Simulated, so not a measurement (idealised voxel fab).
Proc. module: voxel self aligned contacts
In the cross-section labelled cut, the width is 205 nm and each square cell is 5 nm.
Just so we're on the same page, the cross-sections are grids of square cells, and they're listed out in bands top to bottom, each band one or more rows deep. The entry gives the band's vertical extent as a top height and a bottom height in nm, then its horizontal make-up as materials from left to right, each with a width in nm. "empty" stands for empty space; a single material marked "everywhere" fills the band edge to edge. Height datum 0, below which the as-received substrate wafer is one material. Lowest band open at the bottom, running downward: "0 nm and below". Quick explanation for "30->40": the width changes in equal steps down the rows of cells, from the first number in the band's top row to the second number in its bottom row. Reading "everything unchanged" for a step: not a cell of the cross-section changed in it. Under "Cavities, sealed" you'll find the enclosed gaps, the ones with no way out to the top, that are 8 cells or bigger; each reads width x height at distance, with distance counted from the left edge, everything in nm. Step line, after settings: the simulator's comment on this step. "overlay nm" answers the question of how far to the right of plan the mask lay on a step that has a mask, and when it is negative the answer is to the left.

## Steps planned for the process
| 1 | RECEIVE,material Si |
| 2 | CONFORMAL_DEP,material SiO2,thk nm 5 |
| 3 | DIRECTIONAL_DEP,material polySi,thk nm 30 |
| 4 | DIRECTIONAL_DEP,material SiN,thk nm 20 |
| 5 | PATTERN,tone cover,mask id GATE,material resist,width nm 30,pitch nm 60,thk nm 20,overlay nm 0 |
| 6 | DIRECTIONAL_ETCH,etch materials SiN,depth nm 20 |
| 7 | DIRECTIONAL_ETCH,etch materials polySi,depth nm 30 |
| 8 | STRIP,etch materials resist |
| 9 | CONFORMAL_DEP,material SiN,thk nm 5 |
| 10 | DIRECTIONAL_ETCH,etch materials SiN,depth nm 5 |
| 11 | FILL_DEP,material SiO2,thk nm 15 |
| 12 | CMP,height nm 60 |
| 13 | PATTERN,tone open,mask id CONTACT,material resist,width nm 40,thk nm 15,overlay nm 0 |
| 14 | DIRECTIONAL_ETCH,etch materials SiO2,depth nm 60 |
| 15 | STRIP,etch materials resist |
| 16 | CONFORMAL_DEP,material TiN,thk nm 5 |
| 17 | FILL_DEP,material W,thk nm 10 |
| 18 | CMP,height nm 60 |
| 19 | CONFORMAL_DEP,material SiN,thk nm 5 |

## First wafer out of two, processed as planned

## Shown in cross-section is the wafer as received, that is, as it stands after step 1
* 0 nm and below: Si everywhere
* Cavities, sealed: none

## The following cross-section depicts the wafer upon completion of step 2
* 5 nm to 0 nm: SiO2 everywhere
* Everything under 0 stays put, no change at all.

## The following cross-section depicts the wafer upon completion of step 3
* 35 nm to 5 nm: polySi everywhere
* Everything under 5 stays put, no change at all.

## The following cross-section depicts the wafer upon completion of step 4
* 55 nm to 35 nm: SiN everywhere
* Everything under 35 stays put, no change at all.

## The following cross-section depicts the wafer upon completion of step 5
* 75 nm to 55 nm: 55 empty / 30 resist / 30 empty / 30 resist / 60 empty
* Everything under 55 stays put, no change at all.

## The following cross-section depicts the wafer upon completion of step 6
* 75 nm to 55 nm: 55 empty / 30 resist / 30 empty / 30 resist / 60 empty
* 55 nm to 35 nm: 55 empty / 30 SiN / 30 empty / 30 SiN / 60 empty
* Everything under 35 stays put, no change at all.

## The following cross-section depicts the wafer upon completion of step 7
* 75 nm to 55 nm: 55 empty / 30 resist / 30 empty / 30 resist / 60 empty
* 55 nm to 35 nm: 55 empty / 30 SiN / 30 empty / 30 SiN / 60 empty
* 35 nm to 5 nm: 55 empty / 30 polySi / 30 empty / 30 polySi / 60 empty
* Everything under 5 stays put, no change at all.

## The following cross-section depicts the wafer upon completion of step 8
* 55 nm to 35 nm: 55 empty / 30 SiN / 30 empty / 30 SiN / 60 empty
* Everything under 35 stays put, no change at all.

## The following cross-section depicts the wafer upon completion of step 9
* 60 nm to 35 nm: 50 empty / 40 SiN / 20 empty / 40 SiN / 55 empty
* 35 nm to 10 nm: 50 empty / 5 SiN / 30 polySi / 5 SiN / 20 empty / 5 SiN / 30 polySi / 5 SiN / 55 empty
* 10 nm to 5 nm: 55 SiN / 30 polySi / 30 SiN / 30 polySi / 60 SiN
* Everything under 5 stays put, no change at all.

## The following cross-section depicts the wafer upon completion of step 10
* 55 nm to 35 nm: 50 empty / 40 SiN / 20 empty / 40 SiN / 55 empty
* 35 nm to 5 nm: 50 empty / 5 SiN / 30 polySi / 5 SiN / 20 empty / 5 SiN / 30 polySi / 5 SiN / 55 empty
* Everything under 5 stays put, no change at all.

## The following cross-section depicts the wafer upon completion of step 11
* 70 nm to 55 nm: SiO2 everywhere
* 55 nm to 35 nm: 50 SiO2 / 40 SiN / 20 SiO2 / 40 SiN / 55 SiO2
* 35 nm to 5 nm: 50 SiO2 / 5 SiN / 30 polySi / 5 SiN / 20 SiO2 / 5 SiN / 30 polySi / 5 SiN / 55 SiO2
* Everything under 5 stays put, no change at all.

## The following cross-section depicts the wafer upon completion of step 12
* 60 nm to 55 nm: SiO2 everywhere
* Everything under 55 stays put, no change at all.

## The following cross-section depicts the wafer upon completion of step 13
* 75 nm to 60 nm: 80 resist / 40 empty / 85 resist
* Everything under 60 stays put, no change at all.

## The following cross-section depicts the wafer upon completion of step 14
* 75 nm to 60 nm: 80 resist / 40 empty / 85 resist
* 60 nm to 55 nm: 80 SiO2 / 40 empty / 85 SiO2
* 55 nm to 35 nm: 50 SiO2 / 40 SiN / 20 empty / 40 SiN / 55 SiO2
* 35 nm to 5 nm: 50 SiO2 / 5 SiN / 30 polySi / 5 SiN / 20 empty / 5 SiN / 30 polySi / 5 SiN / 55 SiO2
* 5 nm to 0 nm: 90 SiO2 / 20 empty / 95 SiO2
* Everything under 0 stays put, no change at all.

## The following cross-section depicts the wafer upon completion of step 15
* 60 nm to 55 nm: 80 SiO2 / 40 empty / 85 SiO2
* Everything under 55 stays put, no change at all.

## The following cross-section depicts the wafer upon completion of step 16
* 65 nm to 60 nm: 85 TiN / 30 empty / 90 TiN
* 60 nm to 55 nm: 80 SiO2 / 15 TiN / 10 empty / 15 TiN / 85 SiO2
* 55 nm to 35 nm: 50 SiO2 / 40 SiN / 5 TiN / 10 empty / 5 TiN / 40 SiN / 55 SiO2
* 35 nm to 5 nm: 50 SiO2 / 5 SiN / 30 polySi / 5 SiN / 5 TiN / 10 empty / 5 TiN / 5 SiN / 30 polySi / 5 SiN / 55 SiO2
* 5 nm to 0 nm: 90 SiO2 / 20 TiN / 95 SiO2
* Everything under 0 stays put, no change at all.

## The following cross-section depicts the wafer upon completion of step 17
* 75 nm to 65 nm: W everywhere
* 65 nm to 60 nm: 85 TiN / 30 W / 90 TiN
* 60 nm to 55 nm: 80 SiO2 / 15 TiN / 10 W / 15 TiN / 85 SiO2
* 55 nm to 35 nm: 50 SiO2 / 40 SiN / 5 TiN / 10 W / 5 TiN / 40 SiN / 55 SiO2
* 35 nm to 5 nm: 50 SiO2 / 5 SiN / 30 polySi / 5 SiN / 5 TiN / 10 W / 5 TiN / 5 SiN / 30 polySi / 5 SiN / 55 SiO2
* Everything under 5 stays put, no change at all.

## The following cross-section depicts the wafer upon completion of step 18
* 60 nm to 55 nm: 80 SiO2 / 15 TiN / 10 W / 15 TiN / 85 SiO2
* Everything under 55 stays put, no change at all.

## The following cross-section depicts the wafer upon completion of step 19
* 65 nm to 60 nm: SiN everywhere
* Everything under 60 stays put, no change at all.

## Wafer two of two - same starting point, same process plan, one mistake in execution; matches wafer one up to and including step 8

## Cross-section, second wafer, at the end time the plan gives for step 9
* 70 nm to 35 nm: 40 empty / 120 SiN / 45 empty
* 35 nm to 20 nm: 40 empty / 15 SiN / 30 polySi / 30 SiN / 30 polySi / 15 SiN / 45 empty
* 20 nm to 5 nm: 55 SiN / 30 polySi / 30 SiN / 30 polySi / 60 SiN
* Everything under 5 stays put, no change at all.

## Cross-section, second wafer, at the end time the plan gives for step 10
* 65 nm to 35 nm: 40 empty / 120 SiN / 45 empty
* 35 nm to 15 nm: 40 empty / 15 SiN / 30 polySi / 30 SiN / 30 polySi / 15 SiN / 45 empty
* Everything under 15 stays put, no change at all.

## Cross-section, second wafer, at the end time the plan gives for step 11
* 80 nm to 65 nm: SiO2 everywhere
* 65 nm to 35 nm: 40 SiO2 / 120 SiN / 45 SiO2
* 35 nm to 15 nm: 40 SiO2 / 15 SiN / 30 polySi / 30 SiN / 30 polySi / 15 SiN / 45 SiO2
* Everything under 15 stays put, no change at all.

## Cross-section, second wafer, at the end time the plan gives for step 12
* 60 nm to 35 nm: 40 SiO2 / 120 SiN / 45 SiO2
* Everything under 35 stays put, no change at all.

## Cross-section, second wafer, at the end time the plan gives for step 13
* 75 nm to 60 nm: 80 resist / 40 empty / 85 resist
* Everything under 60 stays put, no change at all.

Cross-section, second wafer, at the end time the plan gives for step 14: everything unchanged

## Cross-section, second wafer, at the end time the plan gives for step 15
* 60 nm to 35 nm: 40 SiO2 / 120 SiN / 45 SiO2
* Everything under 35 stays put, no change at all.

## Cross-section, second wafer, at the end time the plan gives for step 16
* 65 nm to 60 nm: TiN everywhere
* Everything under 60 stays put, no change at all.

## Cross-section, second wafer, at the end time the plan gives for step 17
* 75 nm to 65 nm: W everywhere
* Everything under 65 stays put, no change at all.

## Cross-section, second wafer, at the end time the plan gives for step 18
* 60 nm to 35 nm: 40 SiO2 / 120 SiN / 45 SiO2
* Everything under 35 stays put, no change at all.

## Cross-section, second wafer, at the end time the plan gives for step 19
* 65 nm to 60 nm: SiN everywhere
* Everything under 60 stays put, no change at all.
The mistake made against the process plan was this: planned and actual differ for step 9; actual: CONFORMAL_DEP,material SiN,thk nm 15
The closing comparison, in cells, has the second wafer with more or fewer of some materials than the first: +138 SiN | -86 SiO2 | -30 TiN | -22 W
